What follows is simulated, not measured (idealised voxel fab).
This section sets out a process module, namely voxel self aligned vias.
In the cross-section labelled cut, the width is 210 nm and each square cell is 5 nm.
Heads up, the way a cross-section reads in here is a grid of square cells, handed over as bands from the top down, with every band being one or more rows of cells.
Top, bottom (nm), then materials left to right with widths (nm); lone material tagged "throughout" fills the whole band edge to edge; "empty" = empty space.
Basically, 0 is our baseline, since under it the wafer straight out of the box is all one material. The bottom band has no lower end and keeps on going down, so it looks like "0 nm and below".
The width entry "30 to 40" should be interpreted row by row: the top row of cells in the band takes the first number, the bottom row takes the second number, and the change between adjacent rows is uniform throughout.
The cross-section has no changed cell in any step marked "no alteration".
Entry "Enclosed cavities" = empty spaces >= 8 cells with no open way to the top; each as width x height at distance, distance from left edge, all nm.
Where a step's line continues beyond its settings, the continuation is a remark by the simulator itself on that step.
What "overlay nm" on a step's line means: if the step has a mask, that mask lay this far to the right of its planned place, or, when the value is negative, to the left.

The planned process steps are enumerated hereunder:
1) RECEIVE (material Si)
2) CONFORMAL_DEP (material SiO2; thk nm 10)
3) CONFORMAL_DEP (material SiCN; thk nm 5)
4) DIRECTIONAL_DEP (material SiO2; thk nm 30)
5) MASKED_ETCH (tone open; mask id LINES; width nm 20; pitch nm 60; etch materials SiO2; depth nm 30; overlay nm 0)
6) CONFORMAL_DEP (material TiN; thk nm 5)
7) FILL_DEP (material W; thk nm 5)
8) CMP (height nm 45)
9) SELECTIVE_ETCH (etch materials W Ru TiN; depth nm 5)
10) FILL_DEP (material SiN; thk nm 10)
11) CMP (height nm 45)
12) DIRECTIONAL_DEP (material SiO2; thk nm 15)
13) PATTERN (tone open; mask id VIAS; material resist; width nm 30; thk nm 20; overlay nm 0)
14) DIRECTIONAL_ETCH (etch materials SiO2; depth nm 15)
15) DIRECTIONAL_ETCH (etch materials SiN; depth nm 5)
16) STRIP (etch materials resist)
17) CONFORMAL_DEP (material TiN; thk nm 5)
18) FILL_DEP (material Ru; thk nm 5)
19) CMP (height nm 60)
20) CONFORMAL_DEP (material SiN; thk nm 5)

Run as planned: first of two wafers:

Delivered wafer in cross-section: state after step 1:
  0 nm and below = Si throughout
  Enclosed cavities: none

State of the wafer after step 2, shown in cross-section:
  10 nm to 0 nm = SiO2 throughout
  Below 0, the layers are the same as they were.

State of the wafer after step 3, shown in cross-section:
  15 nm to 10 nm = SiCN throughout
  Below 10, the layers are the same as they were.

State of the wafer after step 4, shown in cross-section:
  45 nm to 15 nm = SiO2 throughout
  Below 15, the layers are the same as they were.

State of the wafer after step 5, shown in cross-section:
  45 nm to 15 nm = SiO2 65 nm, then empty 20 nm, then SiO2 40 nm, then empty 20 nm, then SiO2 65 nm
  Below 15, the layers are the same as they were.

State of the wafer after step 6, shown in cross-section:
  50 nm to 45 nm = TiN 70 nm, then empty 10 nm, then TiN 50 nm, then empty 10 nm, then TiN 70 nm
  45 nm to 20 nm = SiO2 65 nm, then TiN 5 nm, then empty 10 nm, then TiN 5 nm, then SiO2 40 nm, then TiN 5 nm, then empty 10 nm, then TiN 5 nm, then SiO2 65 nm
  20 nm to 15 nm = SiO2 65 nm, then TiN 20 nm, then SiO2 40 nm, then TiN 20 nm, then SiO2 65 nm
  Below 15, the layers are the same as they were.

State of the wafer after step 7, shown in cross-section:
  55 nm to 50 nm = W throughout
  50 nm to 45 nm = TiN 70 nm, then W 10 nm, then TiN 50 nm, then W 10 nm, then TiN 70 nm
  45 nm to 20 nm = SiO2 65 nm, then TiN 5 nm, then W 10 nm, then TiN 5 nm, then SiO2 40 nm, then TiN 5 nm, then W 10 nm, then TiN 5 nm, then SiO2 65 nm
  Below 20, the layers are the same as they were.

State of the wafer after step 8, shown in cross-section:
  45 nm to 20 nm = SiO2 65 nm, then TiN 5 nm, then W 10 nm, then TiN 5 nm, then SiO2 40 nm, then TiN 5 nm, then W 10 nm, then TiN 5 nm, then SiO2 65 nm
  Below 20, the layers are the same as they were.

State of the wafer after step 9, shown in cross-section:
  45 nm to 40 nm = SiO2 65 nm, then empty 20 nm, then SiO2 40 nm, then empty 20 nm, then SiO2 65 nm
  Below 40, the layers are the same as they were.

State of the wafer after step 10, shown in cross-section:
  55 nm to 45 nm = SiN throughout
  45 nm to 40 nm = SiO2 65 nm, then SiN 20 nm, then SiO2 40 nm, then SiN 20 nm, then SiO2 65 nm
  Below 40, the layers are the same as they were.

State of the wafer after step 11, shown in cross-section:
  45 nm to 40 nm = SiO2 65 nm, then SiN 20 nm, then SiO2 40 nm, then SiN 20 nm, then SiO2 65 nm
  Below 40, the layers are the same as they were.

State of the wafer after step 12, shown in cross-section:
  60 nm to 45 nm = SiO2 throughout
  Below 45, the layers are the same as they were.

State of the wafer after step 13, shown in cross-section:
  80 nm to 60 nm = resist 60 nm, then empty 30 nm, then resist 120 nm
  Below 60, the layers are the same as they were.

State of the wafer after step 14, shown in cross-section:
  80 nm to 60 nm = resist 60 nm, then empty 30 nm, then resist 120 nm
  60 nm to 45 nm = SiO2 60 nm, then empty 30 nm, then SiO2 120 nm
  Below 45, the layers are the same as they were.

State of the wafer after step 15, shown in cross-section:
  80 nm to 60 nm = resist 60 nm, then empty 30 nm, then resist 120 nm
  60 nm to 45 nm = SiO2 60 nm, then empty 30 nm, then SiO2 120 nm
  45 nm to 40 nm = SiO2 65 nm, then empty 20 nm, then SiO2 40 nm, then SiN 20 nm, then SiO2 65 nm
  Below 40, the layers are the same as they were.

State of the wafer after step 16, shown in cross-section:
  60 nm to 45 nm = SiO2 60 nm, then empty 30 nm, then SiO2 120 nm
  Below 45, the layers are the same as they were.

State of the wafer after step 17, shown in cross-section:
  65 nm to 60 nm = TiN 65 nm, then empty 20 nm, then TiN 125 nm
  60 nm to 50 nm = SiO2 60 nm, then TiN 5 nm, then empty 20 nm, then TiN 5 nm, then SiO2 120 nm
  50 nm to 45 nm = SiO2 60 nm, then TiN 10 nm, then empty 10 nm, then TiN 10 nm, then SiO2 120 nm
  45 nm to 40 nm = SiO2 65 nm, then TiN 20 nm, then SiO2 40 nm, then SiN 20 nm, then SiO2 65 nm
  Below 40, the layers are the same as they were.

State of the wafer after step 18, shown in cross-section:
  70 nm to 65 nm = Ru throughout
  65 nm to 60 nm = TiN 65 nm, then Ru 20 nm, then TiN 125 nm
  60 nm to 50 nm = SiO2 60 nm, then TiN 5 nm, then Ru 20 nm, then TiN 5 nm, then SiO2 120 nm
  50 nm to 45 nm = SiO2 60 nm, then TiN 10 nm, then Ru 10 nm, then TiN 10 nm, then SiO2 120 nm
  Below 45, the layers are the same as they were.

State of the wafer after step 19, shown in cross-section:
  60 nm to 50 nm = SiO2 60 nm, then TiN 5 nm, then Ru 20 nm, then TiN 5 nm, then SiO2 120 nm
  Below 50, the layers are the same as they were.

State of the wafer after step 20, shown in cross-section:
  65 nm to 60 nm = SiN throughout
  Below 60, the layers are the same as they were.

Second wafer, same starting state and plan as the first, one mistake in the run, identical through step 4:

The second wafer cut through, at the time step 5 was supposed to be finished:
  45 nm to 15 nm = SiO2 75 nm, then empty 20 nm, then SiO2 40 nm, then empty 20 nm, then SiO2 55 nm
  Below 15, the layers are the same as they were.

The second wafer cut through, at the time step 6 was supposed to be finished:
  50 nm to 45 nm = TiN 80 nm, then empty 10 nm, then TiN 50 nm, then empty 10 nm, then TiN 60 nm
  45 nm to 20 nm = SiO2 75 nm, then TiN 5 nm, then empty 10 nm, then TiN 5 nm, then SiO2 40 nm, then TiN 5 nm, then empty 10 nm, then TiN 5 nm, then SiO2 55 nm
  20 nm to 15 nm = SiO2 75 nm, then TiN 20 nm, then SiO2 40 nm, then TiN 20 nm, then SiO2 55 nm
  Below 15, the layers are the same as they were.

The second wafer cut through, at the time step 7 was supposed to be finished:
  55 nm to 50 nm = W throughout
  50 nm to 45 nm = TiN 80 nm, then W 10 nm, then TiN 50 nm, then W 10 nm, then TiN 60 nm
  45 nm to 20 nm = SiO2 75 nm, then TiN 5 nm, then W 10 nm, then TiN 5 nm, then SiO2 40 nm, then TiN 5 nm, then W 10 nm, then TiN 5 nm, then SiO2 55 nm
  Below 20, the layers are the same as they were.

The second wafer cut through, at the time step 8 was supposed to be finished:
  45 nm to 20 nm = SiO2 75 nm, then TiN 5 nm, then W 10 nm, then TiN 5 nm, then SiO2 40 nm, then TiN 5 nm, then W 10 nm, then TiN 5 nm, then SiO2 55 nm
  Below 20, the layers are the same as they were.

The second wafer cut through, at the time step 9 was supposed to be finished:
  45 nm to 40 nm = SiO2 75 nm, then empty 20 nm, then SiO2 40 nm, then empty 20 nm, then SiO2 55 nm
  Below 40, the layers are the same as they were.

The second wafer cut through, at the time step 10 was supposed to be finished:
  55 nm to 45 nm = SiN throughout
  45 nm to 40 nm = SiO2 75 nm, then SiN 20 nm, then SiO2 40 nm, then SiN 20 nm, then SiO2 55 nm
  Below 40, the layers are the same as they were.

The second wafer cut through, at the time step 11 was supposed to be finished:
  45 nm to 40 nm = SiO2 75 nm, then SiN 20 nm, then SiO2 40 nm, then SiN 20 nm, then SiO2 55 nm
  Below 40, the layers are the same as they were.

The second wafer cut through, at the time step 12 was supposed to be finished:
  60 nm to 45 nm = SiO2 throughout
  Below 45, the layers are the same as they were.

The second wafer cut through, at the time step 13 was supposed to be finished:
  80 nm to 60 nm = resist 60 nm, then empty 30 nm, then resist 120 nm
  Below 60, the layers are the same as they were.

The second wafer cut through, at the time step 14 was supposed to be finished:
  80 nm to 60 nm = resist 60 nm, then empty 30 nm, then resist 120 nm
  60 nm to 45 nm = SiO2 60 nm, then empty 30 nm, then SiO2 120 nm
  Below 45, the layers are the same as they were.

The second wafer cut through, at the time step 15 was supposed to be finished:
  80 nm to 60 nm = resist 60 nm, then empty 30 nm, then resist 120 nm
  60 nm to 45 nm = SiO2 60 nm, then empty 30 nm, then SiO2 120 nm
  45 nm to 40 nm = SiO2 75 nm, then empty 15 nm, then SiN 5 nm, then SiO2 40 nm, then SiN 20 nm, then SiO2 55 nm
  Below 40, the layers are the same as they were.

The second wafer cut through, at the time step 16 was supposed to be finished:
  60 nm to 45 nm = SiO2 60 nm, then empty 30 nm, then SiO2 120 nm
  Below 45, the layers are the same as they were.

The second wafer cut through, at the time step 17 was supposed to be finished:
  65 nm to 60 nm = TiN 65 nm, then empty 20 nm, then TiN 125 nm
  60 nm to 50 nm = SiO2 60 nm, then TiN 5 nm, then empty 20 nm, then TiN 5 nm, then SiO2 120 nm
  50 nm to 45 nm = SiO2 60 nm, then TiN 20 nm, then empty 5 nm, then TiN 5 nm, then SiO2 120 nm
  45 nm to 40 nm = SiO2 75 nm, then TiN 15 nm, then SiN 5 nm, then SiO2 40 nm, then SiN 20 nm, then SiO2 55 nm
  Below 40, the layers are the same as they were.

The second wafer cut through, at the time step 18 was supposed to be finished:
  70 nm to 65 nm = Ru throughout
  65 nm to 60 nm = TiN 65 nm, then Ru 20 nm, then TiN 125 nm
  60 nm to 50 nm = SiO2 60 nm, then TiN 5 nm, then Ru 20 nm, then TiN 5 nm, then SiO2 120 nm
  50 nm to 45 nm = SiO2 60 nm, then TiN 20 nm, then Ru 5 nm, then TiN 5 nm, then SiO2 120 nm
  Below 45, the layers are the same as they were.

The second wafer cut through, at the time step 19 was supposed to be finished:
  60 nm to 50 nm = SiO2 60 nm, then TiN 5 nm, then Ru 20 nm, then TiN 5 nm, then SiO2 120 nm
  Below 50, the layers are the same as they were.

The second wafer cut through, at the time step 20 was supposed to be finished:
  65 nm to 60 nm = SiN throughout
  Below 60, the layers are the same as they were.
What went wrong in running the wafer? step 5 ran differently from the plan; actual operation with settings: MASKED_ETCH (tone open; mask id LINES; width nm 20; pitch nm 60; etch materials SiO2; depth nm 30; overlay nm 10)
End of process, cell counts, second wafer against first, materials with more or fewer: Ru: 1 fewer; SiN: 1 more
